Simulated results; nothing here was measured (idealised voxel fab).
Title: Process Module voxel trench capacitor
In the cross-section labelled cut, the width is 285 nm and each square cell is 5 nm.
Just so we're on the same page, the cross-sections are grids of square cells, and they're listed out in bands top to bottom, each band one or more rows deep.
Each band's line starts with the height of the band's top and of its bottom, in nm. Then come its materials from left to right, each with its width in nm. One material with "full width" fills the band from edge to edge. "air" is empty space.
Height datum 0, below which the as-received substrate wafer is one material. Lowest band open at the bottom, running downward: "0 and below".
A width given as "30->40" starts at the first number in the band's top row and ends at the second number in its bottom row, shifting by an equal amount at every step from row to row.
No cell of the cross-section changed in a step that is given as "no alteration".
In the "Sealed-off cavities" entry, you get each enclosed empty space of 8 cells or more, one with no open way to the top, written width x height at distance, distance from the left edge, in nm.
That trailing text on a step's line, after the settings, is the simulator's own remark on the step.
"overlay nm", when on a step's line for a step with a mask, measures how far to the right of its planned place the mask lay; a negative measure means to the left.
## List of planned process steps
1,RECEIVE | material Si
2,CONFORMAL_DEP | material SiN | thk nm 10
3,MASKED_ETCH | tone open | mask id TRENCH | width nm 15 | pitch nm 35 | etch materials SiN | depth nm 10 | overlay nm 0
4,MASKED_ETCH | tone open | mask id TRENCH | width nm 15 | pitch nm 35 | etch materials Si | depth nm 25 | overlay nm 0
5,CONFORMAL_DEP | material Al2O3 | thk nm 5
6,FILL_DEP | material polySi | thk nm 10
7,CMP | height nm 10
## The cross-section here shows the wafer as received, i.e. in its state after step 1
  0 and below  Si full width
  Sealed-off cavities: none
## The first of the two wafers as seen in cross-section once the module was finished; processing followed the plan
  10 down to 0  115 SiN  5 Al2O3  5 polySi  5 Al2O3  20 SiN  5 Al2O3  5 polySi  5 Al2O3  120 SiN
  0 down to -20  115 Si  5 Al2O3  5 polySi  5 Al2O3  20 Si  5 Al2O3  5 polySi  5 Al2O3  120 Si
  -20 down to -25  115 Si  15 Al2O3  20 Si  15 Al2O3  120 Si
  -25 and below  Si full width
  Sealed-off cavities: none
## End-of-module cross-section of the second wafer: identical starting point and process plan to the first, with one processing mistake
  10 down to 5  115 SiN  5 Al2O3  5 polySi  5 Al2O3  20 SiN  5 Al2O3  5 polySi  5 Al2O3  120 SiN
  5 down to 0  115 SiN  15 Al2O3  20 SiN  15 Al2O3  120 SiN
  0 down to -25  120 Si  10 Al2O3  25 Si  10 Al2O3  120 Si
  -25 and below  Si full width
  Sealed-off cavities: none
Finding, execution versus plan: so step 4 ended up running with a different setting than we planned, it ran as MASKED_ETCH | tone open | mask id TRENCH | width nm 15 | pitch nm 35 | etch materials Si | depth nm 25 | overlay nm 5
Wrapping up, a cell-based count of both wafers puts the second over or under the first for these materials: 10 more of Si; 10 fewer of polySi
